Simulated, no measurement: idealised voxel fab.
process module | voxel ribs on slabs
cross-section cut | 215 nm wide | cells 5 nm
A cross-section is a grid of square cells, given in bands from the top down. A band is one or more rows of cells.
Each band's line starts with the height of the band's top and of its bottom, in nm. Then come its materials from left to right, each with its width in nm. One material with "throughout" fills the band from edge to edge. "air" is empty space.
Height 0 is the level under which the wafer as received is all one material. The lowest band goes on downwards, as in "0 down".
A width such as "30 to 40" changes by the same amount from each row of cells to the next, from the band's top row to its bottom row.
"no change" after a step means that no cell of the cross-section changed.
closed voids: empty space of 8 cells or more with no open way to the top, each as width x height at its distance from the left edge, in nm
after a step's settings: what the simulator itself notes on the step
overlay nm, on a step with a mask: how far to the right of its planned place the mask lay; to the left if negative
plan
1 op RECEIVE | material Si
2 op DIRECTIONAL_DEP | material SiO2 | thk nm 20
3 op DIRECTIONAL_DEP | material SiN | thk nm 25
4 op MASKED_ETCH | tone cover | mask id RIB | width nm 30 | etch materials SiN | depth nm 10 | overlay nm 0
5 op MASKED_ETCH | tone cover | mask id SLAB | width nm 70 | etch materials SiN | depth nm 15 | overlay nm 0
6 op FILL_DEP | material SiO2 | thk nm 20
7 op CMP | height nm 55
8 op DIRECTIONAL_DEP | material W | thk nm 5
9 op MASKED_ETCH | tone cover | mask id HEATER | width nm 40 | etch materials W | depth nm 5 | overlay nm 0
10 op CONFORMAL_DEP | material SiO2 | thk nm 5
as received, after step 1
  0 down: Si throughout
  closed voids: none
first wafer at the end, as planned
  65 to 60: air 80 | SiO2 50 | air 85
  60 to 55: SiO2 85 | W 40 | SiO2 90
  55 to 45: SiO2 throughout
  45 to 35: SiO2 90 | SiN 30 | SiO2 95
  35 to 20: SiO2 70 | SiN 70 | SiO2 75
  20 to 0: SiO2 throughout
  0 down: Si throughout
  closed voids: none
second wafer at the end: like start, like plan, one mistake
  65 to 60: air 80 | SiO2 50 | air 85
  60 to 55: SiO2 85 | W 40 | SiO2 90
  55 to 45: SiO2 throughout
  45 to 35: SiO2 90 | SiN 35 | SiO2 90
  35 to 20: SiO2 70 | SiN 70 | SiO2 75
  20 to 0: SiO2 throughout
  0 down: Si throughout
  closed voids: none
what went wrong: step 4 ran as: op MASKED_ETCH | tone cover | mask id RIB | width nm 35 | etch materials SiN | depth nm 10 | overlay nm 0
at the end the second wafer has, in cells: 2 more of SiN | 2 fewer of SiO2
